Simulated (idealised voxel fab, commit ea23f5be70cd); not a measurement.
Documented hereafter: the process module known as voxel double patterning.
The figure presents cross-section cut, which has a width of 265 nm and is divided into square cells with an edge length of 5 nm.
In this document a cross-section is written as a grid of square cells. It is given as a series of bands, listed from the top down, and a band is one or more rows of cells.
Basically the band line says how high the top is and how high the bottom is, in nm, and then what's in it from left to right, every material with its width in nm. Empty space shows up as "empty", and if a single material carries "edge to edge" it runs the full band edge to edge.
All heights in this document are referenced to 0, defined as the level beneath which the wafer, as received, consists entirely of one material. The lowest band is not bounded below; it extends indefinitely downward and is written in the form "top 0, no bottom".
You'd read "30..40" like this: the band's top row of cells is as wide as the first number, its bottom row is as wide as the second, and going down, every row changes width by the same amount as the row before did.
Step marked "changes: none"? Then no cell in the cross-section changed in it.
If an empty space has no open way to the top and is at least 8 cells in size, "Enclosed void list" lists it, written width x height at distance, where distance is measured from the left edge and every value is in nm.
Where a step's line continues beyond its settings, the continuation is a remark by the simulator itself on that step.
overlay nm: right-of-plan distance of the mask on a masked step; negative values mean left-of-plan.

# This section lists the process steps that were planned
step 1: op RECEIVE | material Si
step 2: op CONFORMAL_DEP | material SiO2 | thk nm 5
step 3: op DIRECTIONAL_DEP | material W | thk nm 15
step 4: op DIRECTIONAL_DEP | material SiCN | thk nm 10
step 5: op PATTERN | tone open | mask id FIRST | material resist | width nm 15 | pitch nm 50 | thk nm 20 | overlay nm 0
step 6: op DIRECTIONAL_ETCH | etch materials SiCN | depth nm 10
step 7: op STRIP | etch materials resist
step 8: op MASKED_ETCH | tone open | mask id SECOND | width nm 15 | pitch nm 50 | etch materials SiCN | depth nm 10 | overlay nm 0
step 9: op DIRECTIONAL_ETCH | etch materials W | depth nm 15
step 10: op STRIP | etch materials SiCN

# Concerning the first of two wafers, which was run in accordance with the plan

# So this is the incoming wafer in cross-section - it's already been through step 1
> top 0, no bottom | Si edge to edge
> Enclosed void list: none

# The wafer, seen in cross-section, after step 2
> top 5, bottom 0 | SiO2 edge to edge
> All layers under 0 are left as they were.

# The wafer, seen in cross-section, after step 3
> top 20, bottom 5 | W edge to edge
> All layers under 5 are left as they were.

# The wafer, seen in cross-section, after step 4
> top 30, bottom 20 | SiCN edge to edge
> All layers under 20 are left as they were.

# The wafer, seen in cross-section, after step 5
> top 50, bottom 30 | resist 75 | empty 15 | resist 35 | empty 15 | resist 35 | empty 15 | resist 75
> All layers under 30 are left as they were.

# The wafer, seen in cross-section, after step 6
> top 50, bottom 30 | resist 75 | empty 15 | resist 35 | empty 15 | resist 35 | empty 15 | resist 75
> top 30, bottom 20 | SiCN 75 | empty 15 | SiCN 35 | empty 15 | SiCN 35 | empty 15 | SiCN 75
> All layers under 20 are left as they were.

# The wafer, seen in cross-section, after step 7
> top 30, bottom 20 | SiCN 75 | empty 15 | SiCN 35 | empty 15 | SiCN 35 | empty 15 | SiCN 75
> All layers under 20 are left as they were.

# The wafer, seen in cross-section, after step 8
> top 30, bottom 20 | SiCN 75 | empty 15 | SiCN 10 | empty 15 | SiCN 10 | empty 15 | SiCN 10 | empty 15 | SiCN 10 | empty 15 | SiCN 75
> All layers under 20 are left as they were.

# The wafer, seen in cross-section, after step 9
> top 30, bottom 20 | SiCN 75 | empty 15 | SiCN 10 | empty 15 | SiCN 10 | empty 15 | SiCN 10 | empty 15 | SiCN 10 | empty 15 | SiCN 75
> top 20, bottom 5 | W 75 | empty 15 | W 10 | empty 15 | W 10 | empty 15 | W 10 | empty 15 | W 10 | empty 15 | W 75
> All layers under 5 are left as they were.

# The wafer, seen in cross-section, after step 10
> top 20, bottom 5 | W 75 | empty 15 | W 10 | empty 15 | W 10 | empty 15 | W 10 | empty 15 | W 10 | empty 15 | W 75
> All layers under 5 are left as they were.

# Second wafer. Start and plan as for the first. One mistake made in running. Agrees with the first up to and including step 2

# when step 3 should have ended
> top 20, bottom 0 | SiO2 edge to edge
> All layers under 0 are left as they were.

# when step 4 should have ended
> top 30, bottom 20 | SiCN edge to edge
> All layers under 20 are left as they were.

# when step 5 should have ended
> top 50, bottom 30 | resist 75 | empty 15 | resist 35 | empty 15 | resist 35 | empty 15 | resist 75
> All layers under 30 are left as they were.

# when step 6 should have ended
> top 50, bottom 30 | resist 75 | empty 15 | resist 35 | empty 15 | resist 35 | empty 15 | resist 75
> top 30, bottom 20 | SiCN 75 | empty 15 | SiCN 35 | empty 15 | SiCN 35 | empty 15 | SiCN 75
> All layers under 20 are left as they were.

# when step 7 should have ended
> top 30, bottom 20 | SiCN 75 | empty 15 | SiCN 35 | empty 15 | SiCN 35 | empty 15 | SiCN 75
> All layers under 20 are left as they were.

# when step 8 should have ended
> top 30, bottom 20 | SiCN 75 | empty 15 | SiCN 10 | empty 15 | SiCN 10 | empty 15 | SiCN 10 | empty 15 | SiCN 10 | empty 15 | SiCN 75
> All layers under 20 are left as they were.

when step 9 should have ended: changes: none

# when step 10 should have ended
> top 20, bottom 0 | SiO2 edge to edge
> All layers under 0 are left as they were.
Deviation from plan: step 3 was processed under conditions differing from the plan, specifically as op DIRECTIONAL_DEP | material SiO2 | thk nm 15
at the end the second wafer has, in cells: 159 more of SiO2; 114 fewer of W
